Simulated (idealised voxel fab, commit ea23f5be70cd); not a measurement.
You're looking at the process module voxel transistor to metal.
In the cross-section labelled cut, the width is 205 nm and each square cell is 5 nm.
Reading order for cross-sections: top band down to bottom band. Underlying form: a grid of square cells. Band size: one or more rows of cells.
Heads up on the band format: heights come first, top then bottom, in nm. After that it's the materials left to right, each with its width in nm. A single material flagged "all across" fills the whole band edge to edge, and "blank" means there's empty space there.
Heads up on the height convention: 0 is the point under which the incoming wafer is all one material, and the lowest band has no bottom, it just keeps going down, like "z 0 and below".
Note: "30->40" means the width goes from the first number (top row of the band) to the second number (bottom row) in equal steps per row of cells.
Step marked "nothing got changed"? Then no cell in the cross-section changed in it.
The label "Fully enclosed voids" introduces a list of the empty spaces, 8 cells or larger, that have no open way up to the top; each entry in it reads width x height at distance, where the distance is taken from the left edge and all three are stated in nm.
Post-settings text on a step line: simulator's own remark regarding the step.
On any step carrying a mask, the "overlay nm" setting, if present on the step's line, tells how far right of its planned place the mask lay; negative values point to the left.
[Below is the list of planned process steps]
1: RECEIVE [material Si]
2: OXIDIZE [depth nm 5]
3: CONFORMAL_DEP [material SiN] [thk nm 15]
4: PATTERN [tone cover] [mask id ACTIVE] [material resist] [width nm 100] [thk nm 15] [overlay nm 0]
5: DIRECTIONAL_ETCH [etch materials SiN] [depth nm 15]
6: DIRECTIONAL_ETCH [etch materials SiO2] [depth nm 5]
7: DIRECTIONAL_ETCH [etch materials Si] [depth nm 30]
8: STRIP [etch materials resist]
9: OXIDIZE [depth nm 5]
10: FILL_DEP [material SiO2] [thk nm 10]
11: CMP [height nm 15]
12: SELECTIVE_ETCH [etch materials SiO2] [depth nm 5]
13: STRIP [etch materials SiN]
14: SELECTIVE_ETCH [etch materials SiO2] [depth nm 5]
15: OXIDIZE [depth nm 5]
16: DIRECTIONAL_DEP [material polySi] [thk nm 30]
17: DIRECTIONAL_DEP [material SiCN] [thk nm 15]
18: MASKED_ETCH [tone cover] [mask id GATE] [width nm 20] [etch materials SiCN] [depth nm 25] [overlay nm 0]
19: MASKED_ETCH [tone cover] [mask id GATE] [width nm 20] [etch materials polySi] [depth nm 40] [overlay nm 0]
20: CONFORMAL_DEP [material SiN] [thk nm 10]
21: DIRECTIONAL_ETCH [etch materials SiN] [depth nm 10]
22: DIRECTIONAL_ETCH [etch materials SiO2] [depth nm 5]
23: DIRECTIONAL_ETCH [etch materials Si] [depth nm 10]
24: EPI [material SiGe] [thk nm 15]
25: FILL_DEP [material SiO2] [thk nm 10]
26: CMP [height nm 40]
27: DIRECTIONAL_DEP [material SiO2] [thk nm 10]
28: PATTERN [tone open] [mask id CONTACT] [material resist] [width nm 15] [pitch nm 70] [thk nm 15] [overlay nm 0]
29: DIRECTIONAL_ETCH [etch materials SiO2] [depth nm 55]
30: STRIP [etch materials resist]
31: CONFORMAL_DEP [material TiN] [thk nm 5]
32: FILL_DEP [material W] [thk nm 10]
33: CMP [height nm 50]
34: DIRECTIONAL_DEP [material TiN] [thk nm 5]
35: DIRECTIONAL_DEP [material Ru] [thk nm 25]
36: MASKED_ETCH [tone cover] [mask id METAL_1] [width nm 20] [pitch nm 70] [etch materials Ru] [depth nm 25] [overlay nm 0]
37: MASKED_ETCH [tone cover] [mask id METAL_1] [width nm 20] [pitch nm 70] [etch materials TiN] [depth nm 5] [overlay nm 0]
38: FILL_DEP [material SiO2] [thk nm 5]
39: CMP [height nm 80]
40: CONFORMAL_DEP [material SiN] [thk nm 5]
Where the wafers of this document differ is in the width nm of step 28; they start out the same, and the plan states the value that applied to the first wafer.
[Cross-sectional view of the first of several wafers in the as-received condition, corresponding to the state following step 1]
	z 0 and below: Si all across
	Fully enclosed voids: none
[Below: a row per wafer. Contents at end of module: for every material, cells gained since receipt (+) or lost since receipt (-); then closed voids]
width nm 15; +40 Ru; -240 Si; +12 SiCN; +42 SiGe; +85 SiN; +666 SiO2; +52 TiN; +16 W; +24 polySi; Fully enclosed voids: none
width nm 20; +40 Ru; -240 Si; +12 SiCN; +42 SiGe; +85 SiN; +646 SiO2; +56 TiN; +32 W; +24 polySi; Fully enclosed voids: none
width nm 25; +40 Ru; -240 Si; +12 SiCN; +42 SiGe; +85 SiN; +628 SiO2; +58 TiN; +48 W; +24 polySi; Fully enclosed voids: none
width nm 30; +40 Ru; -240 Si; +12 SiCN; +42 SiGe; +85 SiN; +610 SiO2; +60 TiN; +64 W; +24 polySi; Fully enclosed voids: none
width nm 35; +40 Ru; -240 Si; +12 SiCN; +42 SiGe; +85 SiN; +599 SiO2; +62 TiN; +73 W; +24 polySi; Fully enclosed voids: none
